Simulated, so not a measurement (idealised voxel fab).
process module | voxel air gaps
cross-section cut | 170 nm wide | cells 5 nm
A cross-section is a grid of square cells, given in bands from the top down. A band is one or more rows of cells.
Each band's line starts with the height of the band's top and of its bottom, in nm. Then come its materials from left to right, each with its width in nm. One material with "throughout" fills the band from edge to edge. "air" is empty space.
Height 0 is the level under which the wafer as received is all one material. The lowest band goes on downwards, as in "0 down".
A width such as "30 to 40" changes by the same amount from each row of cells to the next, from the band's top row to its bottom row.
"no change" after a step means that no cell of the cross-section changed.
closed voids: empty space of 8 cells or more with no open way to the top, each as width x height at its distance from the left edge, in nm
after a step's settings: what the simulator itself notes on the step
overlay nm, on a step with a mask: how far to the right of its planned place the mask lay; to the left if negative
plan
1 op RECEIVE | material Si
2 op CONFORMAL_DEP | material SiO2 | thk nm 10
3 op CONFORMAL_DEP | material SiN | thk nm 5
4 op DIRECTIONAL_DEP | material lowk | thk nm 40
5 op DIRECTIONAL_DEP | material aC | thk nm 10
6 op PATTERN | tone open | mask id LINES | material resist | width nm 20 | pitch nm 45 | thk nm 25 | overlay nm 0
7 op DIRECTIONAL_ETCH | etch materials aC | depth nm 10
8 op STRIP | etch materials resist
9 op DIRECTIONAL_ETCH | etch materials lowk | depth nm 40
10 op STRIP | etch materials aC
11 op CONFORMAL_DEP | material TiN | thk nm 5
12 op FILL_DEP | material Ru | thk nm 10
13 op CMP | height nm 55
14 op EPI | material Ru | thk nm 10
15 op SELECTIVE_ETCH | etch materials lowk | depth nm 50
16 op CONFORMAL_DEP | material SiCN | thk nm 5
as received, after step 1
  0 down: Si throughout
  closed voids: none
first wafer at the end, as planned
  70 to 65: air 15 | SiCN 140 | air 15
  65 to 55: air 15 | SiCN 5 | Ru 40 | SiCN 5 | Ru 40 | SiCN 5 | Ru 40 | SiCN 5 | air 15
  55 to 50: air 15 | SiCN 15 | TiN 5 | Ru 10 | TiN 5 | SiCN 25 | TiN 5 | Ru 10 | TiN 5 | SiCN 25 | TiN 5 | Ru 10 | TiN 5 | SiCN 15 | air 15
  50 to 20: air 25 | SiCN 5 | TiN 5 | Ru 10 | TiN 5 | SiCN 5 | air 15 | SiCN 5 | TiN 5 | Ru 10 | TiN 5 | SiCN 5 | air 15 | SiCN 5 | TiN 5 | Ru 10 | TiN 5 | SiCN 5 | air 25
  20 to 15: SiCN 30 | TiN 20 | SiCN 25 | TiN 20 | SiCN 25 | TiN 20 | SiCN 30
  15 to 10: SiN throughout
  10 to 0: SiO2 throughout
  0 down: Si throughout
  closed voids: 15 x 30 at 55; 15 x 30 at 100
second wafer at the end: like start, like plan, one mistake
  60 to 55: SiCN throughout
  55 to 50: SiN throughout
  50 to 10: lowk throughout
  10 to 0: SiO2 throughout
  0 down: Si throughout
  closed voids: none
what went wrong: steps 3 and 4 were swapped
at the end the second wafer has, in cells: 90 fewer of Ru | 76 fewer of SiCN | 54 fewer of TiN | 272 more of lowk
closed voids at the end (first wafer, second wafer): 2, 0
